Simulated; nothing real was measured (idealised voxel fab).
The process module presented herein is designated voxel self aligned vias.
Cross-sectional view cut (width: 285 nm; square cell size: 5 nm).
Just so we're on the same page, the cross-sections are grids of square cells, and they're listed out in bands top to bottom, each band one or more rows deep.
What a band's entry tells you: where the top is and where the bottom is, as heights in nm, and after that what lies inside, material by material from left to right, each with its width in nm. Empty space is written as the word "blank", and a single material marked with the word "everywhere" occupies the band from edge to edge.
For the purposes of this specification, 0 denotes the height below which the wafer in its as-received condition is composed wholly of one material, and the lowermost band, lacking a lower limit, extends downward without end, as expressed in "0..down".
Top row gets the first number, bottom row gets the second, and each row in between changes by the same step: that is how a band width like "30..40" works.
"no change occurred" -> step changed no cross-section cell.
Listed in "Completely sealed voids": every empty space of 8 or more cells without an open way to the top. Form: width x height at distance, the distance being from the left edge, all in nm.
Step line, after settings: the simulator's comment on this step.
"overlay nm", when on a step's line for a step with a mask, measures how far to the right of its planned place the mask lay; a negative measure means to the left.
Steps in the process plan:
1. RECEIVE with material Si
2. CONFORMAL_DEP with material SiO2, thk nm 10
3. CONFORMAL_DEP with material SiCN, thk nm 5
4. DIRECTIONAL_DEP with material lowk, thk nm 20
5. DIRECTIONAL_DEP with material aC, thk nm 15
6. PATTERN with tone open, mask id LINES, material resist, width nm 25, pitch nm 55, thk nm 35, overlay nm 0
7. DIRECTIONAL_ETCH with etch materials aC, depth nm 15
8. STRIP with etch materials resist
9. DIRECTIONAL_ETCH with etch materials lowk, depth nm 20
10. STRIP with etch materials aC
11. CONFORMAL_DEP with material TiN, thk nm 5
12. FILL_DEP with material Ru, thk nm 10
13. CMP with height nm 35
14. SELECTIVE_ETCH with etch materials W Ru TiN, depth nm 10
15. FILL_DEP with material SiN, thk nm 10
16. CMP with height nm 35
17. DIRECTIONAL_DEP with material lowk, thk nm 15
18. DIRECTIONAL_DEP with material aC, thk nm 15
19. PATTERN with tone open, mask id VIAS, material resist, width nm 35, pitch nm 110, thk nm 35, overlay nm 0
20. DIRECTIONAL_ETCH with etch materials aC, depth nm 15
21. STRIP with etch materials resist
22. DIRECTIONAL_ETCH with etch materials lowk, depth nm 15
23. DIRECTIONAL_ETCH with etch materials SiN, depth nm 10
24. STRIP with etch materials aC
25. CONFORMAL_DEP with material TiN, thk nm 5
26. FILL_DEP with material W, thk nm 10
27. CMP with height nm 50
28. CONFORMAL_DEP with material SiN, thk nm 5
Wafer as received: cross-section following step 1:
* 0..down = Si everywhere
* Completely sealed voids: none
Starting structure and process plan are as shown above, but one mistake was made in running the module; the wafer cross-section at the end of the module follows:
* 55..50 = SiN everywhere
* 50..45 = W everywhere
* 45..40 = TiN: 75 | W: 25 | TiN: 85 | W: 25 | TiN: 75
* 40..30 = lowk: 70 | TiN: 5 | W: 25 | TiN: 5 | lowk: 75 | TiN: 5 | W: 25 | TiN: 5 | lowk: 70
* 30..25 = lowk: 70 | TiN: 35 | lowk: 75 | TiN: 35 | lowk: 70
* 25..20 = lowk: 75 | TiN: 5 | Ru: 15 | TiN: 5 | lowk: 30 | TiN: 5 | Ru: 15 | TiN: 5 | lowk: 30 | TiN: 5 | Ru: 15 | TiN: 5 | lowk: 75
* 20..15 = lowk: 75 | TiN: 25 | lowk: 30 | TiN: 25 | lowk: 30 | TiN: 25 | lowk: 75
* 15..10 = SiCN everywhere
* 10..0 = SiO2 everywhere
* 0..down = Si everywhere
* Completely sealed voids: none
what went wrong: not per plan at step 16, really ran CMP with height nm 25
